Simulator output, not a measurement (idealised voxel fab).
Presented below is a process module, voxel capacitor over wiring.
The cross-section on display is named cut; it measures 300 nm wide, and its cells are 5 nm squares.
Each cross-section below is a grid of square cells, stated as bands in top-down order, with one or more rows of cells making up each band.
Heights first: top, then bottom, in nm. Then materials, left to right, each with a width in nm. "edge to edge" on a single material: fills the band edge to edge. "blank": empty space.
Heights from 0 (as-received wafer is one material below). Bottom band endless downward, as "0 down".
Note: "30..40" means the width goes from the first number (top row of the band) to the second number (bottom row) in equal steps per row of cells.
Given "identical to before" for a step, no cell of the cross-section differs between before and after that step.
So "Enclosed void list" is basically the list of trapped voids: any empty space of 8 cells or more that can't reach the top through an opening. They're written width x height at distance, the distance being from the left edge, and it's all nm.
On each step's line, the part that comes after the settings is the simulator's own comment on the step.
Regarding "overlay nm": on a step with a mask, it is the distance the mask lay to the right of its planned place; a negative value places it to the left.

-- List of planned process steps
1. RECEIVE with material Si
2. CONFORMAL_DEP with material SiO2, thk nm 10
3. DIRECTIONAL_DEP with material TiN, thk nm 5
4. DIRECTIONAL_DEP with material W, thk nm 20
5. DIRECTIONAL_DEP with material aC, thk nm 15
6. PATTERN with tone cover, mask id METAL_1, material resist, width nm 30, pitch nm 95, thk nm 35, overlay nm 0
7. DIRECTIONAL_ETCH with etch materials aC, depth nm 15
8. STRIP with etch materials resist
9. DIRECTIONAL_ETCH with etch materials W, depth nm 20
10. DIRECTIONAL_ETCH with etch materials TiN, depth nm 5
11. STRIP with etch materials aC
12. FILL_DEP with material SiO2, thk nm 5
13. CMP with height nm 35
14. CONFORMAL_DEP with material SiCN, thk nm 5
15. DIRECTIONAL_DEP with material lowk, thk nm 20
16. PATTERN with tone open, mask id PLUG_1, material resist, width nm 15, thk nm 20, overlay nm 0
17. DIRECTIONAL_ETCH with etch materials lowk, depth nm 20
18. DIRECTIONAL_ETCH with etch materials SiCN, depth nm 5
19. STRIP with etch materials resist
20. CONFORMAL_DEP with material TiN, thk nm 5
21. FILL_DEP with material Cu, thk nm 5
22. CMP with height nm 60
23. DIRECTIONAL_DEP with material TiN, thk nm 10
24. DIRECTIONAL_DEP with material HfO2, thk nm 5
25. DIRECTIONAL_DEP with material TiN, thk nm 5
26. PATTERN with tone cover, mask id UPPER_PLATE, material resist, width nm 70, thk nm 20, overlay nm 0
27. DIRECTIONAL_ETCH with etch materials TiN, depth nm 5
28. DIRECTIONAL_ETCH with etch materials HfO2, depth nm 5
29. STRIP with etch materials resist
30. DIRECTIONAL_DEP with material aC, thk nm 15
31. PATTERN with tone cover, mask id LOWER_PLATE, material resist, width nm 80, thk nm 30, overlay nm 0
32. DIRECTIONAL_ETCH with etch materials aC, depth nm 15
33. STRIP with etch materials resist
34. DIRECTIONAL_ETCH with etch materials TiN, depth nm 10
35. STRIP with etch materials aC
36. FILL_DEP with material SiO2, thk nm 15
37. CMP with height nm 90
38. MASKED_ETCH with tone open, mask id PLUG_2, width nm 15, etch materials SiO2, depth nm 10, overlay nm 0
39. CONFORMAL_DEP with material TiN, thk nm 5
40. FILL_DEP with material Ru, thk nm 10
41. CMP with height nm 90
42. CONFORMAL_DEP with material SiN, thk nm 5

-- Wafer cross-section on receipt, i.e. after step 1
  0 down: Si edge to edge
  Enclosed void list: none

-- As-planned run: cross-section of the first of two wafers at end of module
  95 to 90: SiN edge to edge
  90 to 85: 110 nm SiO2, 5 nm TiN, 5 nm Ru, 5 nm TiN, 175 nm SiO2
  85 to 75: 110..100 nm SiO2, 15..70 nm TiN, 175..130 nm SiO2
  75 to 70: 100 nm SiO2, 70 nm HfO2, 130 nm SiO2
  70 to 60: 95 nm SiO2, 80 nm TiN, 125 nm SiO2
  60 to 40: 100 nm lowk, 5 nm TiN, 5 nm Cu, 5 nm TiN, 185 nm lowk
  40 to 35: 100 nm SiCN, 15 nm TiN, 185 nm SiCN
  35 to 15: 85 nm SiO2, 30 nm W, 65 nm SiO2, 30 nm W, 90 nm SiO2
  15 to 10: 85 nm SiO2, 30 nm TiN, 65 nm SiO2, 30 nm TiN, 90 nm SiO2
  10 to 0: SiO2 edge to edge
  0 down: Si edge to edge
  Enclosed void list: none

-- What the second wafer looks like in cross-section once the module is done. Its start and its plan matched the first wafer's exactly; what differed was one mistake in how it was run
  95 to 90: SiN edge to edge
  90 to 85: 110 nm SiO2, 5 nm TiN, 5 nm Ru, 5 nm TiN, 175 nm SiO2
  85 to 75: 110..100 nm SiO2, 15..70 nm TiN, 175..130 nm SiO2
  75 to 70: 100 nm SiO2, 70 nm HfO2, 130 nm SiO2
  70 to 60: 95 nm SiO2, 80 nm TiN, 125 nm SiO2
  60 to 40: 95 nm lowk, 5 nm TiN, 15 nm Cu, 5 nm TiN, 180 nm lowk
  40 to 35: 95 nm SiCN, 25 nm TiN, 180 nm SiCN
  35 to 15: 85 nm SiO2, 30 nm W, 65 nm SiO2, 30 nm W, 90 nm SiO2
  15 to 10: 85 nm SiO2, 30 nm TiN, 65 nm SiO2, 30 nm TiN, 90 nm SiO2
  10 to 0: SiO2 edge to edge
  0 down: Si edge to edge
  Enclosed void list: none
what went wrong: step 16 did not happen as planned, as run it was PATTERN with tone open, mask id PLUG_1, material resist, width nm 25, thk nm 20, overlay nm 0
The closing comparison, in cells, has the second wafer with more or fewer of some materials than the first: 8 more of Cu | 2 fewer of SiCN | 2 more of TiN | 8 fewer of lowk
